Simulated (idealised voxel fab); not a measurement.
process module | voxel capacitor over wiring
cross-section cut | 230 nm wide | cells 5 nm
A cross-section is a grid of square cells, given in bands from the top down. A band is one or more rows of cells.
Each band's line starts with the height of the band's top and of its bottom, in nm. Then come its materials from left to right, each with its width in nm. One material with "throughout" fills the band from edge to edge. "air" is empty space.
Height 0 is the level under which the wafer as received is all one material. The lowest band goes on downwards, as in "0 down".
A width such as "30 to 40" changes by the same amount from each row of cells to the next, from the band's top row to its bottom row.
"no change" after a step means that no cell of the cross-section changed.
closed voids: empty space of 8 cells or more with no open way to the top, each as width x height at its distance from the left edge, in nm
after a step's settings: what the simulator itself notes on the step
overlay nm, on a step with a mask: how far to the right of its planned place the mask lay; to the left if negative
plan
1 op RECEIVE | material Si
2 op CONFORMAL_DEP | material SiO2 | thk nm 15
3 op CONFORMAL_DEP | material SiN | thk nm 5
4 op DIRECTIONAL_DEP | material SiO2 | thk nm 15
5 op MASKED_ETCH | tone open | mask id METAL_1 | width nm 20 | pitch nm 90 | etch materials SiO2 | depth nm 15 | overlay nm 0
6 op MASKED_ETCH | tone open | mask id METAL_1 | width nm 20 | pitch nm 90 | etch materials SiN | depth nm 5 | overlay nm 0
7 op CONFORMAL_DEP | material TiN | thk nm 5
8 op FILL_DEP | material Cu | thk nm 5
9 op CMP | height nm 35
10 op CONFORMAL_DEP | material SiCN | thk nm 5
11 op DIRECTIONAL_DEP | material SiO2 | thk nm 15
12 op MASKED_ETCH | tone open | mask id PLUG_1 | width nm 15 | etch materials SiO2 | depth nm 15 | overlay nm 0
13 op MASKED_ETCH | tone open | mask id PLUG_1 | width nm 15 | etch materials SiCN | depth nm 5 | overlay nm 0
14 op CONFORMAL_DEP | material TiN | thk nm 5
15 op FILL_DEP | material Ru | thk nm 5
16 op CMP | height nm 55
17 op DIRECTIONAL_DEP | material TiN | thk nm 10
18 op DIRECTIONAL_DEP | material HfO2 | thk nm 5
19 op DIRECTIONAL_DEP | material TiN | thk nm 10
20 op MASKED_ETCH | tone cover | mask id UPPER_PLATE | width nm 75 | etch materials TiN | depth nm 10 | overlay nm 0
21 op MASKED_ETCH | tone cover | mask id UPPER_PLATE | width nm 75 | etch materials HfO2 | depth nm 5 | overlay nm 0
22 op MASKED_ETCH | tone cover | mask id LOWER_PLATE | width nm 85 | etch materials TiN | depth nm 10 | overlay nm 0
23 op FILL_DEP | material SiO2 | thk nm 20
24 op CMP | height nm 95
25 op PATTERN | tone open | mask id PLUG_2 | material resist | width nm 15 | thk nm 15 | overlay nm 0
26 op DIRECTIONAL_ETCH | etch materials SiO2 | depth nm 15
27 op STRIP | etch materials resist
28 op CONFORMAL_DEP | material TiN | thk nm 5
29 op FILL_DEP | material W | thk nm 5
30 op CMP | height nm 95
31 op CONFORMAL_DEP | material SiN | thk nm 5
as received, after step 1
  0 down: Si throughout
  closed voids: none
first wafer at the end, as planned
  100 to 95: SiN throughout
  95 to 85: SiO2 75 | TiN 5 | W 5 | TiN 5 | SiO2 140
  85 to 80: SiO2 75 | TiN 15 | SiO2 140
  80 to 70: SiO2 65 | TiN 75 | SiO2 90
  70 to 65: SiO2 65 | HfO2 75 | SiO2 90
  65 to 55: SiO2 60 | TiN 85 | SiO2 85
  55 to 40: SiO2 65 | TiN 5 | Ru 5 | TiN 5 | SiO2 150
  40 to 35: SiCN 65 | TiN 15 | SiCN 150
  35 to 20: SiO2 60 | TiN 5 | Cu 10 | TiN 5 | SiO2 70 | TiN 5 | Cu 10 | TiN 5 | SiO2 60
  20 to 15: SiN 60 | TiN 20 | SiN 70 | TiN 20 | SiN 60
  15 to 0: SiO2 throughout
  0 down: Si throughout
  closed voids: none
second wafer at the end: like start, like plan, one mistake
  100 to 95: SiN throughout
  95 to 85: SiO2 75 | TiN 5 | W 5 | TiN 5 | SiO2 140
  85 to 80: SiO2 75 | TiN 15 | SiO2 140
  80 to 70: SiO2 65 | TiN 75 | SiO2 90
  70 to 65: SiO2 65 | HfO2 75 | SiO2 90
  65 to 55: SiO2 60 | TiN 85 | SiO2 85
  55 to 45: Ru 60 | TiN 5 | SiO2 15 | TiN 5 | Ru 145
  45 to 40: TiN 65 | SiO2 15 | TiN 150
  40 to 35: SiCN throughout
  35 to 20: SiO2 60 | TiN 5 | Cu 10 | TiN 5 | SiO2 70 | TiN 5 | Cu 10 | TiN 5 | SiO2 60
  20 to 15: SiN 60 | TiN 20 | SiN 70 | TiN 20 | SiN 60
  15 to 0: SiO2 throughout
  0 down: Si throughout
  closed voids: none
what went wrong: step 12 ran as: op MASKED_ETCH | tone cover | mask id PLUG_1 | width nm 15 | etch materials SiO2 | depth nm 15 | overlay nm 0
at the end the second wafer has, in cells: 79 more of Ru | 3 more of SiCN | 120 fewer of SiO2 | 38 more of TiN
